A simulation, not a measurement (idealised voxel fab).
A process module follows: voxel capacitor over wiring.
Cross-section cut spans 220 nm and uses square cells 5 nm in size.
In what follows, cross-sections appear as grids of square cells, described through bands that run from the top down, where every band is one or more rows of cells.
The entry gives the band's vertical extent as a top height and a bottom height in nm, then its horizontal make-up as materials from left to right, each with a width in nm. "air" stands for empty space; a single material marked "everywhere" fills the band edge to edge.
Height datum 0, below which the as-received substrate wafer is one material. Lowest band open at the bottom, running downward: "from 0 down".
Graded width ("30->40"): value in top row of band = first number; value in bottom row = second number; row-to-row change constant.
"no modification" means the step left every cell of the cross-section as it was.
"Unvented voids" - sealed voids, min. 8 cells, no opening to top; format: width x height at distance (distance from left edge; nm throughout).
On each step's line, the part that comes after the settings is the simulator's own comment on the step.
The "overlay nm" setting may appear on a step's line; for a step that uses a mask, it gives how far to the right of its planned position the mask lay, and a negative value indicates the left.
**The steps planned for the process are as follows**
1: op RECEIVE | material Si
2: op CONFORMAL_DEP | material SiO2 | thk nm 10
3: op CONFORMAL_DEP | material SiN | thk nm 5
4: op DIRECTIONAL_DEP | material SiO2 | thk nm 15
5: op PATTERN | tone open | mask id METAL_1 | material resist | width nm 20 | pitch nm 80 | thk nm 20 | overlay nm 0
6: op DIRECTIONAL_ETCH | etch materials SiO2 | depth nm 15
7: op DIRECTIONAL_ETCH | etch materials SiN | depth nm 5
8: op STRIP | etch materials resist
9: op CONFORMAL_DEP | material TiN | thk nm 5
10: op FILL_DEP | material Ru | thk nm 10
11: op CMP | height nm 30
12: op EPI | material Ru | thk nm 5
13: op FILL_DEP | material SiCN | thk nm 5
14: op DIRECTIONAL_DEP | material lowk | thk nm 20
15: op DIRECTIONAL_DEP | material aC | thk nm 10
16: op PATTERN | tone open | mask id PLUG_1 | material resist | width nm 15 | thk nm 25 | overlay nm 0
17: op DIRECTIONAL_ETCH | etch materials aC | depth nm 10
18: op STRIP | etch materials resist
19: op DIRECTIONAL_ETCH | etch materials lowk | depth nm 20
20: op DIRECTIONAL_ETCH | etch materials SiCN | depth nm 5
21: op STRIP | etch materials aC
22: op EPI | material Ru | thk nm 10
23: op EPI | material Ru | thk nm 10
24: op EPI | material Ru | thk nm 5
25: op DIRECTIONAL_DEP | material TiN | thk nm 5
26: op DIRECTIONAL_DEP | material Al2O3 | thk nm 5
27: op DIRECTIONAL_DEP | material TiN | thk nm 5
28: op DIRECTIONAL_DEP | material aC | thk nm 15
29: op PATTERN | tone cover | mask id UPPER_PLATE | material resist | width nm 65 | thk nm 35 | overlay nm 0
30: op DIRECTIONAL_ETCH | etch materials aC | depth nm 15
31: op STRIP | etch materials resist
32: op DIRECTIONAL_ETCH | etch materials TiN | depth nm 5
33: op DIRECTIONAL_ETCH | etch materials Al2O3 | depth nm 5
34: op STRIP | etch materials aC
35: op DIRECTIONAL_DEP | material aC | thk nm 15
36: op PATTERN | tone cover | mask id LOWER_PLATE | material resist | width nm 75 | thk nm 35 | overlay nm 0
37: op DIRECTIONAL_ETCH | etch materials aC | depth nm 15
38: op STRIP | etch materials resist
39: op DIRECTIONAL_ETCH | etch materials TiN | depth nm 5
40: op STRIP | etch materials aC
41: op FILL_DEP | material SiO2 | thk nm 15
42: op CMP | height nm 85
43: op PATTERN | tone open | mask id PLUG_2 | material resist | width nm 15 | thk nm 15 | overlay nm 0
44: op DIRECTIONAL_ETCH | etch materials SiO2 | depth nm 10
45: op STRIP | etch materials resist
46: op CONFORMAL_DEP | material TiN | thk nm 5
47: op FILL_DEP | material Cu | thk nm 10
48: op CMP | height nm 85
49: op CONFORMAL_DEP | material SiN | thk nm 5
**So this is the incoming wafer in cross-section - it's already been through step 1**
from 0 down = Si everywhere
Unvented voids: none
**Cross-sectional image of the first of two wafers at the end of the module, the run having proceeded as planned**
from 90 to 85 = SiN everywhere
from 85 to 80 = 75 nm SiO2 / 5 nm TiN / 5 nm Cu / 5 nm TiN / 130 nm SiO2
from 80 to 70 = 75->65 nm SiO2 / 15->65 nm TiN / 130->90 nm SiO2
from 70 to 65 = 65 nm SiO2 / 65 nm Al2O3 / 90 nm SiO2
from 65 to 60 = 60 nm SiO2 / 75 nm TiN / 85 nm SiO2
from 60 to 40 = 65 nm lowk / 15 nm Ru / 140 nm lowk
from 40 to 35 = 65 nm SiCN / 15 nm Ru / 140 nm SiCN
from 35 to 30 = 55 nm SiCN / 30 nm Ru / 50 nm SiCN / 30 nm Ru / 55 nm SiCN
from 30 to 15 = 60 nm SiO2 / 5 nm TiN / 10 nm Ru / 5 nm TiN / 60 nm SiO2 / 5 nm TiN / 10 nm Ru / 5 nm TiN / 60 nm SiO2
from 15 to 10 = 60 nm SiN / 20 nm TiN / 60 nm SiN / 20 nm TiN / 60 nm SiN
from 10 to 0 = SiO2 everywhere
from 0 down = Si everywhere
Unvented voids: none
**So this is wafer number two of the two, cut at the end of the module - it started where the first did and had the same plan, we just got one thing wrong running it**
from 90 to 85 = SiN everywhere
from 85 to 80 = 75 nm SiO2 / 5 nm TiN / 5 nm Cu / 5 nm TiN / 130 nm SiO2
from 80 to 70 = 75->65 nm SiO2 / 15->65 nm TiN / 130->90 nm SiO2
from 70 to 65 = 65 nm SiO2 / 65 nm Al2O3 / 90 nm SiO2
from 65 to 60 = 65 nm SiO2 / 70 nm TiN / 85 nm SiO2
from 60 to 40 = 65 nm lowk / 15 nm Ru / 140 nm lowk
from 40 to 35 = 65 nm SiCN / 15 nm Ru / 140 nm SiCN
from 35 to 30 = 55 nm SiCN / 30 nm Ru / 50 nm SiCN / 30 nm Ru / 55 nm SiCN
from 30 to 15 = 60 nm SiO2 / 5 nm TiN / 10 nm Ru / 5 nm TiN / 60 nm SiO2 / 5 nm TiN / 10 nm Ru / 5 nm TiN / 60 nm SiO2
from 15 to 10 = 60 nm SiN / 20 nm TiN / 60 nm SiN / 20 nm TiN / 60 nm SiN
from 10 to 0 = SiO2 everywhere
from 0 down = Si everywhere
Unvented voids: none
Misprocessing identified: step 36 was processed under conditions differing from the plan, specifically as op PATTERN | tone cover | mask id LOWER_PLATE | material resist | width nm 70 | thk nm 35 | overlay nm 0
In the final state, the cell counts of the second wafer exceed or fall short of those of the first for the following materials: SiO2: 1 more; TiN: 1 fewer
